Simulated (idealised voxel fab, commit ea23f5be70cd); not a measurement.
You're looking at the process module voxel capacitor over wiring.
The cross-section on display is named cut; it measures 220 nm wide, and its cells are 5 nm squares.
Heads up, the way a cross-section reads in here is a grid of square cells, handed over as bands from the top down, with every band being one or more rows of cells. Top height, bottom height, nm. Materials left to right, width each, nm. Single material + "full width" = fills band edge to edge. "empty" = empty. Heights are measured from 0, the level below which the as-received wafer is all one material; the lowest band has no bottom and continues downward, written as in "0 nm and below". Width spec "30->40" -> top row of cells at first value, bottom row at second value, equal per-row change in between. A step reported as "no alteration" is a step in which no cell of the cross-section changed. The entry titled "Unvented cavities" provides the empty spaces that have no open way to the top, restricted to those of 8 cells or more. Each is presented as width x height at distance, the distance being measured from the left edge, with all three in nm. Text after the settings on a step's line: the simulator's own remark on that step. overlay nm: on a step with a mask, how far right of its planned place the mask lay; negative means left.

**Process steps foreseen in the plan**
1: RECEIVE [material Si]
2: CONFORMAL_DEP [material SiO2] [thk nm 15]
3: CONFORMAL_DEP [material SiCN] [thk nm 5]
4: DIRECTIONAL_DEP [material SiO2] [thk nm 20]
5: DIRECTIONAL_DEP [material aC] [thk nm 10]
6: PATTERN [tone open] [mask id METAL_1] [material resist] [width nm 25] [pitch nm 75] [thk nm 25] [overlay nm 0]
7: DIRECTIONAL_ETCH [etch materials aC] [depth nm 10]
8: STRIP [etch materials resist]
9: DIRECTIONAL_ETCH [etch materials SiO2] [depth nm 20]
10: DIRECTIONAL_ETCH [etch materials SiCN] [depth nm 5]
11: STRIP [etch materials aC]
12: CONFORMAL_DEP [material TiN] [thk nm 5]
13: FILL_DEP [material Ru] [thk nm 10]
14: CMP [height nm 40]
15: EPI [material Ru] [thk nm 5]
16: FILL_DEP [material SiCN] [thk nm 5]
17: DIRECTIONAL_DEP [material lowk] [thk nm 10]
18: PATTERN [tone open] [mask id PLUG_1] [material resist] [width nm 15] [thk nm 20] [overlay nm 0]
19: DIRECTIONAL_ETCH [etch materials lowk] [depth nm 10]
20: DIRECTIONAL_ETCH [etch materials SiCN] [depth nm 5]
21: STRIP [etch materials resist]
22: EPI [material Ru] [thk nm 10]
23: EPI [material Ru] [thk nm 5]
24: DIRECTIONAL_DEP [material TiN] [thk nm 10]
25: DIRECTIONAL_DEP [material HfO2] [thk nm 5]
26: DIRECTIONAL_DEP [material TiN] [thk nm 10]
27: DIRECTIONAL_DEP [material aC] [thk nm 10]
28: PATTERN [tone cover] [mask id UPPER_PLATE] [material resist] [width nm 55] [thk nm 30] [overlay nm 0]
29: DIRECTIONAL_ETCH [etch materials aC] [depth nm 10]
30: STRIP [etch materials resist]
31: DIRECTIONAL_ETCH [etch materials TiN] [depth nm 10]
32: DIRECTIONAL_ETCH [etch materials HfO2] [depth nm 5]
33: STRIP [etch materials aC]
34: DIRECTIONAL_DEP [material aC] [thk nm 10]
35: PATTERN [tone cover] [mask id LOWER_PLATE] [material resist] [width nm 65] [thk nm 25] [overlay nm 0]
36: DIRECTIONAL_ETCH [etch materials aC] [depth nm 10]
37: STRIP [etch materials resist]
38: DIRECTIONAL_ETCH [etch materials TiN] [depth nm 10]
39: STRIP [etch materials aC]
40: FILL_DEP [material SiO2] [thk nm 20]
41: CMP [height nm 100]
42: MASKED_ETCH [tone open] [mask id PLUG_2] [width nm 15] [etch materials SiO2] [depth nm 15] [overlay nm 0]
43: CONFORMAL_DEP [material TiN] [thk nm 5]
44: FILL_DEP [material Cu] [thk nm 5]
45: CMP [height nm 100]
46: CONFORMAL_DEP [material SiN] [thk nm 5]

**Cross-section of the wafer at receipt, which is the condition after step 1**
  0 nm and below  Si full width
  Unvented cavities: none

**What the wafer looks like in cross-section after this module, when it starts as shown above and follows the plan above but one mistake is made in running it**
  105 nm to 100 nm  SiN full width
  100 nm to 95 nm  SiO2 80 nm, TiN 5 nm, Cu 5 nm, TiN 5 nm, SiO2 125 nm
  95 nm to 90 nm  SiO2 80 nm, TiN 15 nm, SiO2 125 nm
  90 nm to 85 nm  SiO2 70 nm, TiN 5 nm, SiO2 5 nm, TiN 45 nm, SiO2 95 nm
  85 nm to 80 nm  SiO2 70 nm, TiN 55 nm, SiO2 95 nm
  80 nm to 75 nm  SiO2 70 nm, HfO2 5 nm, TiN 5 nm, HfO2 45 nm, SiO2 95 nm
  75 nm to 70 nm  Ru 75 nm, HfO2 5 nm, Ru 140 nm
  70 nm to 65 nm  TiN 70 nm, Ru 15 nm, TiN 135 nm
  65 nm to 60 nm  TiN full width
  60 nm to 55 nm  lowk 70 nm, TiN 15 nm, lowk 135 nm
  55 nm to 50 nm  lowk 70 nm, Ru 15 nm, lowk 135 nm
  50 nm to 45 nm  SiCN 70 nm, Ru 15 nm, SiCN 135 nm
  45 nm to 40 nm  SiCN 55 nm, Ru 35 nm, SiCN 40 nm, Ru 35 nm, SiCN 55 nm
  40 nm to 20 nm  SiO2 60 nm, TiN 5 nm, Ru 15 nm, TiN 5 nm, SiO2 50 nm, TiN 5 nm, Ru 15 nm, TiN 5 nm, SiO2 60 nm
  20 nm to 15 nm  SiCN 60 nm, TiN 25 nm, SiCN 50 nm, TiN 25 nm, SiCN 60 nm
  15 nm to 0 nm  SiO2 full width
  0 nm and below  Si full width
  Unvented cavities: none
Error vs. plan: the executed order of steps 23 and 24 is the reverse of that specified in the plan, each step having taken the other's position
